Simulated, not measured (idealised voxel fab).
Title: Process Module voxel released beams
Each square cell in cross-section cut measures 5 nm, and the section as a whole is 255 nm wide.
Heads up, the way a cross-section reads in here is a grid of square cells, handed over as bands from the top down, with every band being one or more rows of cells.
Band: top height; bottom height; in nm. Then, left to right: material with width in nm, for each material. "throughout": a single material spanning edge to edge. "air": empty space.
Height 0 is the level under which the wafer as received is all one material. The lowest band goes on downwards, as in "0 nm and below".
A width given as "30->40" starts at the first number in the band's top row and ends at the second number in its bottom row, shifting by an equal amount at every step from row to row.
Key: "changes: none" - step with no changed cell in the cross-section.
Any empty space of 8 cells or more lacking an open way to the top shows up in "Voids, enclosed" as width x height at distance, distance from the left edge, in nm.
If you see something after the settings on a step's line, that's the simulator's own remark about that step.
Regarding "overlay nm": on a step with a mask, it is the distance the mask lay to the right of its planned place; a negative value places it to the left.
-- Intended process steps
1: op RECEIVE | material Si
2: op CONFORMAL_DEP | material SiN | thk nm 5
3: op DIRECTIONAL_DEP | material SiO2 | thk nm 20
4: op MASKED_ETCH | tone open | mask id ANCHOR | width nm 40 | etch materials SiO2 | depth nm 20 | overlay nm 0
5: op CONFORMAL_DEP | material TiN | thk nm 15
6: op DIRECTIONAL_DEP | material aC | thk nm 10
7: op PATTERN | tone cover | mask id BEAM | material resist | width nm 85 | thk nm 25 | overlay nm 0
8: op DIRECTIONAL_ETCH | etch materials aC | depth nm 10
9: op STRIP | etch materials resist
10: op DIRECTIONAL_ETCH | etch materials TiN | depth nm 15
11: op STRIP | etch materials aC
12: op STRIP | etch materials SiO2
-- Cross-sectional view of the wafer in its as-received condition, corresponding to the state after step 1
- 0 nm and below = Si throughout
- Voids, enclosed: none
-- Cross-sectional image of the first of two wafers at the end of the module, the run having proceeded as planned
- 40 nm to 25 nm = 80 air; 20 TiN; 10 air; 55 TiN; 90 air
- 25 nm to 20 nm = 85 air; 15 TiN; 10 air; 15 TiN; 130 air
- 20 nm to 5 nm = 85 air; 40 TiN; 130 air
- 5 nm to 0 nm = SiN throughout
- 0 nm and below = Si throughout
- Voids, enclosed: none
-- Here is the second of the two wafers cut open at the end of the module - same start, same plan as the first one, but we made one mistake running it
- 40 nm to 25 nm = 80 air; 10 TiN; 10 air; 65 TiN; 90 air
- 25 nm to 20 nm = 75 air; 15 TiN; 10 air; 15 TiN; 140 air
- 20 nm to 5 nm = 75 air; 40 TiN; 140 air
- 5 nm to 0 nm = SiN throughout
- 0 nm and below = Si throughout
- Voids, enclosed: none
What was the processing mistake? heads up, step 4 didn't go per plan, it actually ran as op MASKED_ETCH | tone open | mask id ANCHOR | width nm 40 | etch materials SiO2 | depth nm 20 | overlay nm -10
In the final comparison it is observed that the number of cells assigned to each material is identical for the two wafers, whereas their placement is not.
